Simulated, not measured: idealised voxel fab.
You're looking at the process module voxel self aligned contacts.
Cross-section cut spans 155 nm and uses square cells 5 nm in size.
Throughout this document, each cross-section is represented as a grid of square cells and is presented as a sequence of bands enumerated from the top downward, where a band comprises one or more rows of cells.
The entry gives the band's vertical extent as a top height and a bottom height in nm, then its horizontal make-up as materials from left to right, each with a width in nm. "empty" stands for empty space; a single material marked "throughout" fills the band edge to edge.
Measure heights from 0. That's the level where, below it, the as-received wafer is all one material. The lowest band is bottomless and extends downward; write it as in "0..down".
Quick explanation for "30->40": the width changes in equal steps down the rows of cells, from the first number in the band's top row to the second number in its bottom row.
For the purposes of this document, the phrase "nothing changed" attached to a step denotes that no cell within the cross-section was modified by that step.
What "Unvented internal voids" gives you is every empty space of 8 cells or more that is cut off from the top. Each appears as width x height at distance, with the distance taken from the left edge and width, height and distance all in nm.
Past the settings on a step's line: simulator remark, on that step.
"overlay nm" denotes, for a step that has a mask, the displacement of the mask to the right of its planned place, with negative values corresponding to the left.
PLANNED STEP LIST FOR THE PROCESS
1 RECEIVE with material Si
2 OXIDIZE with depth nm 5
3 DIRECTIONAL_DEP with material polySi, thk nm 30
4 DIRECTIONAL_DEP with material SiN, thk nm 15
5 PATTERN with tone cover, mask id GATE, material resist, width nm 25, pitch nm 50, thk nm 15, overlay nm 0
6 DIRECTIONAL_ETCH with etch materials SiN, depth nm 15
7 DIRECTIONAL_ETCH with etch materials polySi, depth nm 30
8 STRIP with etch materials resist
9 CONFORMAL_DEP with material SiN, thk nm 5
10 DIRECTIONAL_ETCH with etch materials SiN, depth nm 5
11 FILL_DEP with material SiO2, thk nm 15
12 CMP with height nm 50
13 PATTERN with tone open, mask id CONTACT, material resist, width nm 25, thk nm 20, overlay nm 0
14 DIRECTIONAL_ETCH with etch materials SiO2, depth nm 55
15 STRIP with etch materials resist
16 CONFORMAL_DEP with material TiN, thk nm 5
17 FILL_DEP with material Ru, thk nm 10
18 CMP with height nm 50
19 CONFORMAL_DEP with material SiCN, thk nm 5
Be aware that, although all wafers share a common starting state, the width nm at step 13 differs among them, and the plan displays the first wafer's value.
STEP 1 COMPLETE: AS-RECEIVED CROSS-SECTION OF THE FIRST OF SEVERAL WAFERS
> 0..down  Si throughout
> Unvented internal voids: none
FOR YOUR REFERENCE, THE TABLE IS ORGANIZED WITH A ROW PER WAFER; EACH ROW REFLECTS THE WAFER AT THE END OF THE MODULE, INDICATING FOR EACH MATERIAL THE CELLS GAINED (+) OR LOST (-) SINCE RECEIPT, AND THEREAFTER ITS CLOSED VOIDS
width nm 25, +10 Ru, -31 Si, +31 SiCN, +66 SiN, +180 SiO2, +25 TiN, +60 polySi, Unvented internal voids: none
width nm 30, +10 Ru, -31 Si, +31 SiCN, +66 SiN, +179 SiO2, +26 TiN, +60 polySi, Unvented internal voids: none
width nm 35, +10 Ru, -31 Si, +31 SiCN, +66 SiN, +178 SiO2, +27 TiN, +60 polySi, Unvented internal voids: none
width nm 40, +10 Ru, -31 Si, +31 SiCN, +66 SiN, +177 SiO2, +28 TiN, +60 polySi, Unvented internal voids: none
width nm 45, +10 Ru, -31 Si, +31 SiCN, +66 SiN, +176 SiO2, +29 TiN, +60 polySi, Unvented internal voids: none
width nm 50, +10 Ru, -31 Si, +31 SiCN, +66 SiN, +175 SiO2, +30 TiN, +60 polySi, Unvented internal voids: none
